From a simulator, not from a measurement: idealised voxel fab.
The process module that follows is named voxel transistor to metal.
The figure presents cross-section cut, which has a width of 155 nm and is divided into square cells with an edge length of 5 nm.
Think of the cross-section as a grid of square cells. We describe it in bands, top to bottom, and each band covers one or more rows of those cells. Look at the band entry: it leads with the top's height and the bottom's height in nm. Then it lists the materials left to right, with a width in nm for each. The word "everywhere" on a single material says that material fills the band edge to edge. The word "air" is empty space. Convention: height 0 is the level below which the wafer, as received, is all one material. The lowest band does not terminate at the bottom but continues downward, represented as "0 nm and below". The expression "30..40" gives the width at the extremes of the band, the first number at its top row of cells and the second at its bottom row, with the width changing by equal amounts from each row to the next in between. Given "nothing was modified" for a step, no cell of the cross-section differs between before and after that step. This entry, "Sealed internal voids", enumerates those empty regions of no fewer than 8 cells that possess no open connection to the top. Each region is reported in the form width x height at distance, the distance being taken from the left edge, with all three quantities expressed in nm. That trailing text on a step's line, after the settings, is the simulator's own remark on the step. overlay nm, on a step with a mask: how far to the right of its planned place the mask lay; to the left if negative.

-- So here's the lineup of process steps we planned
1) RECEIVE | material Si
2) CONFORMAL_DEP | material SiO2 | thk nm 5
3) CONFORMAL_DEP | material SiN | thk nm 10
4) PATTERN | tone cover | mask id ACTIVE | material resist | width nm 105 | thk nm 15 | overlay nm 0
5) DIRECTIONAL_ETCH | etch materials SiN | depth nm 10
6) DIRECTIONAL_ETCH | etch materials SiO2 | depth nm 5
7) DIRECTIONAL_ETCH | etch materials Si | depth nm 35
8) STRIP | etch materials resist
9) OXIDIZE | depth nm 5
10) FILL_DEP | material SiO2 | thk nm 10
11) CMP | height nm 15
12) SELECTIVE_ETCH | etch materials SiO2 | depth nm 10
13) STRIP | etch materials SiN
14) SELECTIVE_ETCH | etch materials SiO2 | depth nm 5
15) OXIDIZE | depth nm 5
16) DIRECTIONAL_DEP | material polySi | thk nm 20
17) DIRECTIONAL_DEP | material SiCN | thk nm 10
18) MASKED_ETCH | tone cover | mask id GATE | width nm 25 | etch materials SiCN | depth nm 20 | overlay nm 0
19) MASKED_ETCH | tone cover | mask id GATE | width nm 25 | etch materials polySi | depth nm 30 | overlay nm 0
20) CONFORMAL_DEP | material SiN | thk nm 10
21) DIRECTIONAL_ETCH | etch materials SiN | depth nm 10
22) DIRECTIONAL_ETCH | etch materials SiO2 | depth nm 5
23) EPI | material SiGe | thk nm 5
24) FILL_DEP | material SiO2 | thk nm 10
25) CMP | height nm 30
26) DIRECTIONAL_DEP | material SiO2 | thk nm 10
27) MASKED_ETCH | tone open | mask id CONTACT | width nm 25 | pitch nm 60 | etch materials SiO2 | depth nm 40 | overlay nm 0
28) CONFORMAL_DEP | material TiN | thk nm 5
29) FILL_DEP | material Ru | thk nm 5
30) CMP | height nm 40
31) CONFORMAL_DEP | material SiN | thk nm 5
32) DIRECTIONAL_DEP | material SiO2 | thk nm 20
33) PATTERN | tone open | mask id METAL_1 | material resist | width nm 15 | pitch nm 70 | thk nm 20 | overlay nm 0
34) DIRECTIONAL_ETCH | etch materials SiO2 | depth nm 20
35) DIRECTIONAL_ETCH | etch materials SiN | depth nm 5
36) STRIP | etch materials resist
37) CONFORMAL_DEP | material TiN | thk nm 5
38) FILL_DEP | material Cu | thk nm 5
39) CMP | height nm 65
40) EPI | material Ru | thk nm 5
41) FILL_DEP | material SiCN | thk nm 5
42) DIRECTIONAL_DEP | material lowk | thk nm 35
43) DIRECTIONAL_DEP | material aC | thk nm 15
44) PATTERN | tone open | mask id METAL_2 | material resist | width nm 15 | pitch nm 70 | thk nm 30 | overlay nm 0
45) DIRECTIONAL_ETCH | etch materials aC | depth nm 15
46) STRIP | etch materials resist
47) DIRECTIONAL_ETCH | etch materials lowk | depth nm 20
48) STRIP | etch materials aC
49) PATTERN | tone open | mask id METAL_2_HOLES | material resist | width nm 15 | pitch nm 70 | thk nm 15 | overlay nm 0
50) DIRECTIONAL_ETCH | etch materials lowk | depth nm 15
51) DIRECTIONAL_ETCH | etch materials SiCN | depth nm 5
52) STRIP | etch materials resist
53) CONFORMAL_DEP | material TiN | thk nm 5
54) FILL_DEP | material Ru | thk nm 5
55) CMP | height nm 110
56) CONFORMAL_DEP | material SiCN | thk nm 5

-- As-received wafer cross-section (after step 1)
  0 nm and below  Si everywhere
  Sealed internal voids: none

-- Module complete - cross-section of the first of two wafers, run according to plan
  115 nm to 110 nm  SiCN everywhere
  110 nm to 75 nm  35 of lowk, 5 of TiN, 5 of Ru, 5 of TiN, 55 of lowk, 5 of TiN, 5 of Ru, 5 of TiN, 35 of lowk
  75 nm to 70 nm  35 of SiCN, 15 of TiN, 55 of SiCN, 15 of TiN, 35 of SiCN
  70 nm to 65 nm  30 of SiCN, 25 of Ru, 45 of SiCN, 25 of Ru, 30 of SiCN
  65 nm to 45 nm  35 of SiO2, 5 of TiN, 5 of Cu, 5 of TiN, 55 of SiO2, 5 of TiN, 5 of Cu, 5 of TiN, 35 of SiO2
  45 nm to 40 nm  35 of SiN, 15 of TiN, 55 of SiN, 15 of TiN, 35 of SiN
  40 nm to 30 nm  35 of SiO2, 5 of TiN, 15..10 of Ru, 5..10 of TiN, 35 of SiO2, 5..10 of TiN, 15..10 of Ru, 5 of TiN, 35 of SiO2
  30 nm to 20 nm  35 of SiO2, 5 of TiN, 10 of Ru, 5 of TiN, 10 of SiN, 25 of SiCN, 10 of SiN, 5 of TiN, 10 of Ru, 5 of TiN, 35 of SiO2
  20 nm to 5 nm  35 of SiO2, 5 of TiN, 10 of Ru, 5 of TiN, 10 of SiN, 25 of polySi, 10 of SiN, 5 of TiN, 10 of Ru, 5 of TiN, 35 of SiO2
  5 nm to 0 nm  35 of SiO2, 20 of TiN, 10 of SiN, 25 of polySi, 10 of SiN, 20 of TiN, 35 of SiO2
  0 nm to -5 nm  25 of SiO2, 30 of SiGe, 45 of SiO2, 30 of SiGe, 25 of SiO2
  -5 nm to -40 nm  30 of SiO2, 95 of Si, 30 of SiO2
  -40 nm and below  Si everywhere
  Sealed internal voids: none

-- second wafer at the end: like start, like plan, one mistake
  115 nm to 110 nm  SiCN everywhere
  110 nm to 75 nm  35 of lowk, 5 of TiN, 5 of Ru, 5 of TiN, 55 of lowk, 5 of TiN, 5 of Ru, 5 of TiN, 35 of lowk
  75 nm to 70 nm  35 of SiCN, 15 of TiN, 55 of SiCN, 15 of TiN, 35 of SiCN
  70 nm to 65 nm  30 of SiCN, 25 of Ru, 45 of SiCN, 25 of Ru, 30 of SiCN
  65 nm to 45 nm  35 of SiO2, 5 of TiN, 5 of Cu, 5 of TiN, 55 of SiO2, 5 of TiN, 5 of Cu, 5 of TiN, 35 of SiO2
  45 nm to 40 nm  35 of SiN, 15 of TiN, 55 of SiN, 15 of TiN, 35 of SiN
  40 nm to 30 nm  35 of SiO2, 5 of TiN, 15..10 of Ru, 5..10 of TiN, 35 of SiO2, 5..10 of TiN, 15..10 of Ru, 5 of TiN, 35 of SiO2
  30 nm to 20 nm  35 of SiO2, 5 of TiN, 10 of Ru, 5 of TiN, 10 of SiN, 25 of SiCN, 10 of SiN, 5 of TiN, 10 of Ru, 5 of TiN, 35 of SiO2
  20 nm to 5 nm  35 of SiO2, 5 of TiN, 10 of Ru, 5 of TiN, 10 of SiN, 25 of polySi, 10 of SiN, 5 of TiN, 10 of Ru, 5 of TiN, 35 of SiO2
  5 nm to 0 nm  35 of SiO2, 20 of TiN, 10 of SiN, 25 of polySi, 10 of SiN, 20 of TiN, 35 of SiO2
  0 nm to -5 nm  25 of SiO2, 30 of SiGe, 45 of SiO2, 30 of SiGe, 25 of SiO2
  -5 nm to -75 nm  30 of SiO2, 95 of Si, 30 of SiO2
  -75 nm and below  Si everywhere
  Sealed internal voids: none
Deviation noted in wafer processing: execution of plan step 7 occurred twice
At the finish, the second wafer shows more or fewer cells for some materials than the first does: Si -84, SiO2 +84
